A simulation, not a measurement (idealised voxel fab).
The document below concerns the process module designated voxel trench capacitor.
Each square cell in cross-section cut measures 5 nm, and the section as a whole is 275 nm wide.
A cross-section in this document is a grid of square cells, and it is written down as bands, the top band listed before the ones below it; a band is made up of one or more rows of cells.
Heads up on the band format: heights come first, top then bottom, in nm. After that it's the materials left to right, each with its width in nm. A single material flagged "edge to edge" fills the whole band edge to edge, and "blank" means there's empty space there.
Heights are expressed relative to 0, this being the level below which the as-received wafer comprises one material exclusively. The lowest band is unbounded in the downward direction and is denoted as in "0 down".
Width "30 to 40": first value at the band's top row of cells, second value at its bottom row, equal change from row to row.
When a step is marked "remains unaltered", none of the cells in the cross-section changed during that step.
Basically, "Sealed internal cavities" tells you about the enclosed voids: empty spaces with no open way to the top, 8 cells or bigger, each written width x height at distance, where distance is from the left edge, all in nm.
Where a step's line continues beyond its settings, the continuation is a remark by the simulator itself on that step.
"overlay nm" denotes, for a step that has a mask, the displacement of the mask to the right of its planned place, with negative values corresponding to the left.

-- Planned step list for the process
1) RECEIVE: material Si
2) CONFORMAL_DEP: material SiN, thk nm 10
3) MASKED_ETCH: tone open, mask id TRENCH, width nm 30, pitch nm 60, etch materials SiN, depth nm 10, overlay nm 0
4) MASKED_ETCH: tone open, mask id TRENCH, width nm 30, pitch nm 60, etch materials Si, depth nm 25, overlay nm -15
5) CONFORMAL_DEP: material Al2O3, thk nm 5
6) CONFORMAL_DEP: material TiN, thk nm 5
7) FILL_DEP: material W, thk nm 10
8) CMP: height nm 10
The overlay nm used in step 4 is not the same on every wafer, whereas the starting condition is; the value printed in the plan is the first wafer's.

-- The first of several wafers in cross-section, exactly as it reached us after step 1
- 0 down = Si edge to edge
- Sealed internal cavities: none

-- Module end state after final step 8: cross-section of the first of several wafers
- 10 to 0 = 30 nm SiN  5 nm Al2O3  20 to 5 nm TiN  5 to 20 nm Al2O3  30 nm SiN  5 nm Al2O3  20 to 5 nm TiN  5 to 20 nm Al2O3  30 nm SiN  5 nm Al2O3  20 to 5 nm TiN  5 to 20 nm Al2O3  30 nm SiN  5 nm Al2O3  20 to 5 nm TiN  5 to 20 nm Al2O3  35 nm SiN
- 0 to -20 = 30 nm Si  5 nm Al2O3  5 nm TiN  5 nm Al2O3  45 nm Si  5 nm Al2O3  5 nm TiN  5 nm Al2O3  45 nm Si  5 nm Al2O3  5 nm TiN  5 nm Al2O3  45 nm Si  5 nm Al2O3  5 nm TiN  5 nm Al2O3  50 nm Si
- -20 to -25 = 30 nm Si  15 nm Al2O3  45 nm Si  15 nm Al2O3  45 nm Si  15 nm Al2O3  45 nm Si  15 nm Al2O3  50 nm Si
- -25 down = Si edge to edge
- Sealed internal cavities: none

-- Module end, final wafer: cross-section
- 10 to 0 = 30 nm SiN  5 to 20 nm Al2O3  20 to 5 nm TiN  5 nm Al2O3  30 nm SiN  5 to 20 nm Al2O3  20 to 5 nm TiN  5 nm Al2O3  30 nm SiN  5 to 20 nm Al2O3  20 to 5 nm TiN  5 nm Al2O3  30 nm SiN  5 to 20 nm Al2O3  20 to 5 nm TiN  5 nm Al2O3  35 nm SiN
- 0 to -20 = 45 nm Si  5 nm Al2O3  5 nm TiN  5 nm Al2O3  45 nm Si  5 nm Al2O3  5 nm TiN  5 nm Al2O3  45 nm Si  5 nm Al2O3  5 nm TiN  5 nm Al2O3  45 nm Si  5 nm Al2O3  5 nm TiN  5 nm Al2O3  35 nm Si
- -20 to -25 = 45 nm Si  15 nm Al2O3  45 nm Si  15 nm Al2O3  45 nm Si  15 nm Al2O3  45 nm Si  15 nm Al2O3  35 nm Si
- -25 down = Si edge to edge
- Sealed internal cavities: none

-- Row per wafer, end-of-module: cell gain (+)/loss (-) by material since the wafer came in, then closed voids
overlay nm -15; +72 Al2O3; -60 Si; +62 SiN; +36 TiN; Sealed internal cavities: none
overlay nm -10; +72 Al2O3; -80 Si; +62 SiN; +56 TiN; Sealed internal cavities: none
overlay nm -5; +72 Al2O3; -100 Si; +62 SiN; +56 TiN; +20 W; Sealed internal cavities: none
overlay nm 0; +72 Al2O3; -120 Si; +62 SiN; +56 TiN; +40 W; Sealed internal cavities: none
overlay nm 5; +72 Al2O3; -100 Si; +62 SiN; +56 TiN; +20 W; Sealed internal cavities: none
overlay nm 10; +72 Al2O3; -80 Si; +62 SiN; +56 TiN; Sealed internal cavities: none
overlay nm 15; +72 Al2O3; -60 Si; +62 SiN; +36 TiN; Sealed internal cavities: none
